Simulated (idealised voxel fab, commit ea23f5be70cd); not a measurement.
Process module, titled voxel ribs on slabs
It is cross-section cut that appears here, measuring 210 nm in width, its square cells being 5 nm in size.
We lay out every cross-section as a grid of square cells and spell it out in bands from the top down, where one band means one or more rows of cells.
First you get the band's top height and its bottom height, in nm, and then the materials it's made of, left to right, with each width in nm. If you see a single material with "full width", that one covers the band edge to edge. "empty" is empty space.
Heights are expressed relative to 0, this being the level below which the as-received wafer comprises one material exclusively. The lowest band is unbounded in the downward direction and is denoted as in "z 0 and below".
The width entry "30->40" should be interpreted row by row: the top row of cells in the band takes the first number, the bottom row takes the second number, and the change between adjacent rows is uniform throughout.
"nothing altered" after a step means that no cell of the cross-section changed.
Under "Enclosed void catalog" you'll find the enclosed gaps, the ones with no way out to the top, that are 8 cells or bigger; each reads width x height at distance, with distance counted from the left edge, everything in nm.
after a step's settings: what the simulator itself notes on the step
Steps that use a mask can have "overlay nm" on their line. It says how far the mask sat to the right of where it was meant to be. Negative means to the left.
[The process steps that were planned are listed below]
- 1: RECEIVE,material Si
- 2: DIRECTIONAL_DEP,material SiO2,thk nm 20
- 3: DIRECTIONAL_DEP,material polySi,thk nm 15
- 4: PATTERN,tone cover,mask id RIB,material resist,width nm 15,thk nm 15,overlay nm 0
- 5: DIRECTIONAL_ETCH,etch materials polySi,depth nm 10
- 6: STRIP,etch materials resist
- 7: MASKED_ETCH,tone cover,mask id SLAB,width nm 65,etch materials polySi,depth nm 5,overlay nm 0
- 8: FILL_DEP,material SiO2,thk nm 15
- 9: CMP,height nm 45
- 10: DIRECTIONAL_DEP,material W,thk nm 10
- 11: DIRECTIONAL_DEP,material aC,thk nm 10
- 12: PATTERN,tone cover,mask id HEATER,material resist,width nm 25,thk nm 25,overlay nm 0
- 13: DIRECTIONAL_ETCH,etch materials aC,depth nm 10
- 14: STRIP,etch materials resist
- 15: DIRECTIONAL_ETCH,etch materials W,depth nm 10
- 16: STRIP,etch materials aC
- 17: CONFORMAL_DEP,material SiN,thk nm 5
[Here's what the wafer looked like in cross-section when it arrived - that's after step 1]
  z 0 and below = Si full width
  Enclosed void catalog: none
[Run as planned - first of the two wafers cross-sectioned at the end of the module]
  z 60 to 55 = empty 85  SiN 35  empty 90
  z 55 to 50 = empty 85  SiN 5  W 25  SiN 5  empty 90
  z 50 to 45 = SiN 90  W 25  SiN 95
  z 45 to 35 = SiO2 full width
  z 35 to 25 = SiO2 95  polySi 15  SiO2 100
  z 25 to 20 = SiO2 70  polySi 65  SiO2 75
  z 20 to 0 = SiO2 full width
  z 0 and below = Si full width
  Enclosed void catalog: none
[Cross-section, second wafer: same start as the first, same plan as the first, one mistake in running it; taken at the end of the module]
  z 60 to 55 = empty 85  SiN 35  empty 90
  z 55 to 50 = empty 85  SiN 5  W 25  SiN 5  empty 90
  z 50 to 45 = SiN 90  W 25  SiN 95
  z 45 to 15 = SiO2 full width
  z 15 to 0 = polySi full width
  z 0 and below = Si full width
  Enclosed void catalog: none
Want to know what went wrong? the run placed steps 2 and 3 each in the position the plan gave to the other
Cell-count delta at end, second wafer over first, by material: SiO2: 107 fewer | polySi: 107 more
